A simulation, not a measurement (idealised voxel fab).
process module | voxel quadruple lines
cross-section cut | 215 nm wide | cells 5 nm
A cross-section is a grid of square cells, given in bands from the top down. A band is one or more rows of cells.
Each band's line starts with the height of the band's top and of its bottom, in nm. Then come its materials from left to right, each with its width in nm. One material with "throughout" fills the band from edge to edge. "air" is empty space.
Height 0 is the level under which the wafer as received is all one material. The lowest band goes on downwards, as in "0 down".
A width such as "30 to 40" changes by the same amount from each row of cells to the next, from the band's top row to its bottom row.
"no change" after a step means that no cell of the cross-section changed.
closed voids: empty space of 8 cells or more with no open way to the top, each as width x height at its distance from the left edge, in nm
after a step's settings: what the simulator itself notes on the step
overlay nm, on a step with a mask: how far to the right of its planned place the mask lay; to the left if negative
plan
1 op RECEIVE | material Si
2 op CONFORMAL_DEP | material Al2O3 | thk nm 10
3 op DIRECTIONAL_DEP | material W | thk nm 15
4 op DIRECTIONAL_DEP | material polySi | thk nm 20
5 op DIRECTIONAL_DEP | material aC | thk nm 20
6 op PATTERN | tone cover | mask id MANDREL | material resist | width nm 25 | thk nm 25 | overlay nm 0
7 op DIRECTIONAL_ETCH | etch materials aC | depth nm 20
8 op STRIP | etch materials resist
9 op CONFORMAL_DEP | material SiO2 | thk nm 15
10 op DIRECTIONAL_ETCH | etch materials SiO2 | depth nm 15
11 op STRIP | etch materials aC
12 op DIRECTIONAL_ETCH | etch materials polySi | depth nm 20
13 op STRIP | etch materials SiO2
14 op CONFORMAL_DEP | material SiCN | thk nm 5
15 op DIRECTIONAL_ETCH | etch materials SiCN | depth nm 5
16 op STRIP | etch materials polySi
17 op DIRECTIONAL_ETCH | etch materials W | depth nm 15
18 op STRIP | etch materials SiCN
19 op FILL_DEP | material SiO2 | thk nm 5
20 op CMP | height nm 25
as received, after step 1
  0 down: Si throughout
  closed voids: none
a wafer at the end: this start, this plan, one mistake
  25 to 15: SiO2 75 | W 5 | SiO2 15 | W 5 | SiO2 15 | W 5 | SiO2 15 | W 5 | SiO2 75
  15 to 0: Al2O3 throughout
  0 down: Si throughout
  closed voids: none
what went wrong: step 2 ran as: op CONFORMAL_DEP | material Al2O3 | thk nm 15
